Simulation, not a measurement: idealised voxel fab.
Proc. module: voxel air gaps
In the cross-section labelled cut, the width is 285 nm and each square cell is 5 nm.
A cross-section is a grid of square cells, given in bands from the top down. A band is one or more rows of cells. A band entry consists of two parts. The first gives the height of the band's top and the height of its bottom, in nm. The rest lists the band's materials from left to right, each with its width in nm. A single material labelled with the word "edge to edge" fills the band from edge to edge, and the word "air" marks empty space. Counting heights begins at 0, where everything beneath is, in the wafer as received, one material. The lowest band has no bottom; it goes on downwards, as "from 0 down" shows. Quick explanation for "30..40": the width changes in equal steps down the rows of cells, from the first number in the band's top row to the second number in its bottom row. Basically "all unchanged" means that step didn't change any cell in the cross-section. Voids not open to the top, 8 cells minimum: see "Closed cavities". Written width x height at distance; distance is from the left edge; nm. Whatever follows a step's settings on its line is a remark the simulator itself makes about that step. overlay nm: where the mask lay relative to plan, measured to the right, on steps with a mask; negatives go left.
These are the steps we planned for the process
step 1: RECEIVE with material Si
step 2: CONFORMAL_DEP with material SiO2, thk nm 10
step 3: CONFORMAL_DEP with material SiN, thk nm 5
step 4: DIRECTIONAL_DEP with material lowk, thk nm 40
step 5: PATTERN with tone open, mask id LINES, material resist, width nm 15, pitch nm 45, thk nm 15, overlay nm 0
step 6: DIRECTIONAL_ETCH with etch materials lowk, depth nm 40
step 7: STRIP with etch materials resist
step 8: CONFORMAL_DEP with material TiN, thk nm 5
step 9: FILL_DEP with material W, thk nm 5
step 10: CMP with height nm 55
step 11: EPI with material Ru, thk nm 10
step 12: SELECTIVE_ETCH with etch materials lowk, depth nm 50
step 13: CONFORMAL_DEP with material SiN, thk nm 5
Shown in cross-section is the wafer as received, that is, as it stands after step 1
* from 0 down  Si edge to edge
* Closed cavities: none
Here's the cross-section of the first of our two wafers at the end of the module - it ran as planned
* from 70 to 65  air 75 nm | SiN 135 nm | air 75 nm
* from 65 to 55  air 75 nm | SiN 5 nm | Ru 35 nm | SiN 10 nm | Ru 35 nm | SiN 10 nm | Ru 35 nm | SiN 5 nm | air 75 nm
* from 55 to 50  air 75 nm | SiN 15 nm | TiN 5 nm | W 5 nm | TiN 5 nm | SiN 30 nm | TiN 5 nm | W 5 nm | TiN 5 nm | SiN 30 nm | TiN 5 nm | W 5 nm | TiN 5 nm | SiN 15 nm | air 75 nm
* from 50 to 20  air 85 nm | SiN 5 nm | TiN 5 nm | W 5 nm | TiN 5 nm | SiN 5 nm | air 20 nm | SiN 5 nm | TiN 5 nm | W 5 nm | TiN 5 nm | SiN 5 nm | air 20 nm | SiN 5 nm | TiN 5 nm | W 5 nm | TiN 5 nm | SiN 5 nm | air 85 nm
* from 20 to 15  SiN 90 nm | TiN 15 nm | SiN 30 nm | TiN 15 nm | SiN 30 nm | TiN 15 nm | SiN 90 nm
* from 15 to 10  SiN edge to edge
* from 10 to 0  SiO2 edge to edge
* from 0 down  Si edge to edge
* Closed cavities: 20 x 30 at 110; 20 x 30 at 155
So this is wafer number two of the two, cut at the end of the module - it started where the first did and had the same plan, we just got one thing wrong running it
* from 70 to 65  air 70 nm | SiN 145 nm | air 70 nm
* from 65 to 55  air 70 nm | SiN 5 nm | Ru 135 nm | SiN 5 nm | air 70 nm
* from 55 to 50  air 70 nm | SiN 15 nm | TiN 5 nm | W 15 nm | TiN 5 nm | lowk 20 nm | TiN 5 nm | W 15 nm | TiN 5 nm | lowk 20 nm | TiN 5 nm | W 15 nm | TiN 5 nm | SiN 15 nm | air 70 nm
* from 50 to 20  air 80 nm | SiN 5 nm | TiN 5 nm | W 15 nm | TiN 5 nm | lowk 20 nm | TiN 5 nm | W 15 nm | TiN 5 nm | lowk 20 nm | TiN 5 nm | W 15 nm | TiN 5 nm | SiN 5 nm | air 80 nm
* from 20 to 15  SiN 85 nm | TiN 25 nm | lowk 20 nm | TiN 25 nm | lowk 20 nm | TiN 25 nm | SiN 85 nm
* from 15 to 10  SiN edge to edge
* from 10 to 0  SiO2 edge to edge
* from 0 down  Si edge to edge
* Closed cavities: none
Nonconformance to the process plan: step 5: run off-plan, actual operation and settings PATTERN with tone open, mask id LINES, material resist, width nm 25, pitch nm 45, thk nm 15, overlay nm 0
at the end the second wafer has, in cells: 12 more of Ru, 56 fewer of SiN, 6 more of TiN, 42 more of W, 64 more of lowk
The second wafer ends with 0 closed voids, and the first wafer ends with 2.
